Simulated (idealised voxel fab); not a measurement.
The following is a process module called voxel transistor to metal.
For reference, the cross-section in this document is cut, with width 265 nm and square cells of 5 nm.
Format of a cross-section: grid, square cells. Given as bands. Order: top down. Band: one or more rows of cells.
Heights first: top, then bottom, in nm. Then materials, left to right, each with a width in nm. "everywhere" on a single material: fills the band edge to edge. "blank": empty space.
Heights are measured from 0, the level below which the as-received wafer is all one material; the lowest band has no bottom and continues downward, written as in "0 -> down".
With a width like "30->40", each row of cells in the band differs from the next by the same amount, the top row carrying the first number and the bottom row the second.
For the purposes of this document, the phrase "identical to before" attached to a step denotes that no cell within the cross-section was modified by that step.
In "Closed cavities" the enclosed voids are listed, meaning empty spaces of 8 cells or larger without any opening to the top. The form is width x height at distance, distance from the left edge, units nm.
If you see something after the settings on a step's line, that's the simulator's own remark about that step.
When a step includes a mask, the "overlay nm" setting on its line states how far to the right of its planned place that mask lay, and negative values state how far to the left.
LIST OF PLANNED PROCESS STEPS
| 1 | RECEIVE | material Si |
| 2 | CONFORMAL_DEP | material SiO2 | thk nm 5 |
| 3 | CONFORMAL_DEP | material SiN | thk nm 10 |
| 4 | DIRECTIONAL_DEP | material aC | thk nm 10 |
| 5 | PATTERN | tone cover | mask id ACTIVE | material resist | width nm 105 | pitch nm 125 | thk nm 30 | overlay nm 0 |
| 6 | DIRECTIONAL_ETCH | etch materials aC | depth nm 10 |
| 7 | STRIP | etch materials resist |
| 8 | DIRECTIONAL_ETCH | etch materials SiN | depth nm 10 |
| 9 | DIRECTIONAL_ETCH | etch materials SiO2 | depth nm 5 |
| 10 | DIRECTIONAL_ETCH | etch materials Si | depth nm 35 |
| 11 | STRIP | etch materials aC |
| 12 | FILL_DEP | material SiO2 | thk nm 10 |
| 13 | CMP | height nm 15 |
| 14 | SELECTIVE_ETCH | etch materials SiO2 | depth nm 5 |
| 15 | STRIP | etch materials SiN |
| 16 | SELECTIVE_ETCH | etch materials SiO2 | depth nm 5 |
| 17 | OXIDIZE | depth nm 5 |
| 18 | DIRECTIONAL_DEP | material polySi | thk nm 25 |
| 19 | DIRECTIONAL_DEP | material SiCN | thk nm 15 |
| 20 | MASKED_ETCH | tone cover | mask id GATE | width nm 25 | pitch nm 125 | etch materials SiCN | depth nm 25 | overlay nm 0 |
| 21 | MASKED_ETCH | tone cover | mask id GATE | width nm 25 | pitch nm 125 | etch materials polySi | depth nm 35 | overlay nm 0 |
| 22 | CONFORMAL_DEP | material SiN | thk nm 5 |
| 23 | DIRECTIONAL_ETCH | etch materials SiN | depth nm 5 |
| 24 | DIRECTIONAL_ETCH | etch materials SiO2 | depth nm 5 |
| 25 | EPI | material nSi | thk nm 5 |
| 26 | FILL_DEP | material SiO2 | thk nm 10 |
| 27 | CMP | height nm 25 |
| 28 | STRIP | etch materials polySi |
| 29 | SELECTIVE_ETCH | etch materials SiO2 | depth nm 5 |
| 30 | CONFORMAL_DEP | material HfO2 | thk nm 5 |
| 31 | CONFORMAL_DEP | material TiN | thk nm 5 |
| 32 | FILL_DEP | material W | thk nm 10 |
| 33 | CMP | height nm 20 |
| 34 | DIRECTIONAL_DEP | material SiO2 | thk nm 10 |
| 35 | PATTERN | tone open | mask id CONTACT | material resist | width nm 15 | thk nm 20 | overlay nm 0 |
| 36 | DIRECTIONAL_ETCH | etch materials SiO2 | depth nm 30 |
| 37 | STRIP | etch materials resist |
| 38 | CONFORMAL_DEP | material TiN | thk nm 5 |
| 39 | FILL_DEP | material Ru | thk nm 10 |
| 40 | CMP | height nm 30 |
| 41 | CONFORMAL_DEP | material SiN | thk nm 5 |
| 42 | DIRECTIONAL_DEP | material lowk | thk nm 15 |
| 43 | PATTERN | tone open | mask id METAL_1 | material resist | width nm 15 | thk nm 15 | overlay nm 0 |
| 44 | DIRECTIONAL_ETCH | etch materials lowk | depth nm 15 |
| 45 | DIRECTIONAL_ETCH | etch materials SiN | depth nm 5 |
| 46 | STRIP | etch materials resist |
| 47 | CONFORMAL_DEP | material TiN | thk nm 5 |
| 48 | FILL_DEP | material Cu | thk nm 5 |
| 49 | CMP | height nm 50 |
| 50 | EPI | material Ru | thk nm 5 |
| 51 | FILL_DEP | material SiCN | thk nm 5 |
CROSS-SECTION OF THE WAFER UPON ARRIVAL, REPRESENTING THE STATE REACHED AFTER STEP 1
> 0 -> down: Si everywhere
> Closed cavities: none
END-OF-MODULE CROSS-SECTION OF THE FIRST OF TWO WAFERS, PROCESSED AS PLANNED
> 60 -> 55: SiCN everywhere
> 55 -> 50: SiCN: 20; Ru: 25; SiCN: 45; Ru: 25; SiCN: 30; Ru: 25; SiCN: 45; Ru: 25; SiCN: 25
> 50 -> 35: lowk: 25; TiN: 5; Cu: 5; TiN: 5; lowk: 55; TiN: 5; Cu: 5; TiN: 5; lowk: 40; TiN: 5; Cu: 5; TiN: 5; lowk: 55; TiN: 5; Cu: 5; TiN: 5; lowk: 30
> 35 -> 30: SiN: 25; TiN: 15; SiN: 55; TiN: 15; SiN: 40; TiN: 15; SiN: 55; TiN: 15; SiN: 30
> 30 -> 20: SiO2: 25; TiN: 5; Ru: 5; TiN: 5; SiO2: 55; TiN: 5; Ru: 5; TiN: 5; SiO2: 40; TiN: 5; Ru: 5; TiN: 5; SiO2: 55; TiN: 5; Ru: 5; TiN: 5; SiO2: 30
> 20 -> 5: SiO2: 25; TiN: 5; Ru: 5; TiN: 5; SiO2: 10; SiN: 5; HfO2: 5; TiN: 5; W: 5; TiN: 5; HfO2: 5; SiN: 5; SiO2: 10; TiN: 5; Ru: 5; TiN: 5; SiO2: 40; TiN: 5; Ru: 5; TiN: 5; SiO2: 10; SiN: 5; HfO2: 5; TiN: 5; W: 5; TiN: 5; HfO2: 5; SiN: 5; SiO2: 10; TiN: 5; Ru: 5; TiN: 5; SiO2: 30
> 5 -> 0: SiO2: 10; SiN: 5; SiO2: 10; TiN: 15; SiO2: 10; SiN: 5; HfO2: 5; TiN: 15; HfO2: 5; SiN: 5; SiO2: 10; TiN: 15; SiO2: 10; SiN: 5; SiO2: 10; SiN: 5; SiO2: 10; TiN: 15; SiO2: 10; SiN: 5; HfO2: 5; TiN: 15; HfO2: 5; SiN: 5; SiO2: 10; TiN: 15; SiO2: 10; SiN: 5; SiO2: 15
> 0 -> -5: SiO2: 15; nSi: 35; HfO2: 35; nSi: 35; SiO2: 20; nSi: 35; HfO2: 35; nSi: 35; SiO2: 20
> -5 -> -35: SiO2: 15; Si: 105; SiO2: 20; Si: 105; SiO2: 20
> -35 -> down: Si everywhere
> Closed cavities: none
CROSS-SECTIONAL VIEW OF THE SECOND OF TWO WAFERS UPON COMPLETION OF THE MODULE. THIS WAFER SHARED ITS STARTING CONDITION AND PROCESS PLAN WITH THE FIRST; ONE ERROR WAS MADE DURING ITS EXECUTION
> 60 -> 55: SiCN everywhere
> 55 -> 50: SiCN: 20; Ru: 25; SiCN: 45; Ru: 25; SiCN: 30; Ru: 25; SiCN: 45; Ru: 25; SiCN: 25
> 50 -> 35: lowk: 25; TiN: 5; Cu: 5; TiN: 5; lowk: 55; TiN: 5; Cu: 5; TiN: 5; lowk: 40; TiN: 5; Cu: 5; TiN: 5; lowk: 55; TiN: 5; Cu: 5; TiN: 5; lowk: 30
> 35 -> 30: SiN: 25; TiN: 15; SiN: 55; TiN: 15; SiN: 40; TiN: 15; SiN: 55; TiN: 15; SiN: 30
> 30 -> 20: SiO2: 25; TiN: 5; Ru: 5; TiN: 5; SiO2: 55; TiN: 5; Ru: 5; TiN: 5; SiO2: 40; TiN: 5; Ru: 5; TiN: 5; SiO2: 55; TiN: 5; Ru: 5; TiN: 5; SiO2: 30
> 20 -> 5: SiO2: 25; TiN: 5; Ru: 5; TiN: 5; SiO2: 10; HfO2: 5; TiN: 5; W: 15; TiN: 5; HfO2: 5; SiO2: 10; TiN: 5; Ru: 5; TiN: 5; SiO2: 40; TiN: 5; Ru: 5; TiN: 5; SiO2: 10; HfO2: 5; TiN: 5; W: 15; TiN: 5; HfO2: 5; SiO2: 10; TiN: 5; Ru: 5; TiN: 5; SiO2: 30
> 5 -> 0: SiO2: 25; TiN: 15; SiO2: 10; HfO2: 5; TiN: 25; HfO2: 5; SiO2: 10; TiN: 15; SiO2: 40; TiN: 15; SiO2: 10; HfO2: 5; TiN: 25; HfO2: 5; SiO2: 10; TiN: 15; SiO2: 30
> 0 -> -5: SiO2: 50; HfO2: 35; SiO2: 90; HfO2: 35; SiO2: 55
> -5 -> -35: SiO2: 15; Si: 105; SiO2: 20; Si: 105; SiO2: 20
> -35 -> down: Si everywhere
> Closed cavities: none
Run error: step 22 ran differently from the plan; actual operation with settings: CONFORMAL_DEP | material SiO2 | thk nm 5
Final comparison by cell count, materials where the second wafer has more or fewer than the first: SiN -20, SiO2 +32, TiN +4, W +12, nSi -28
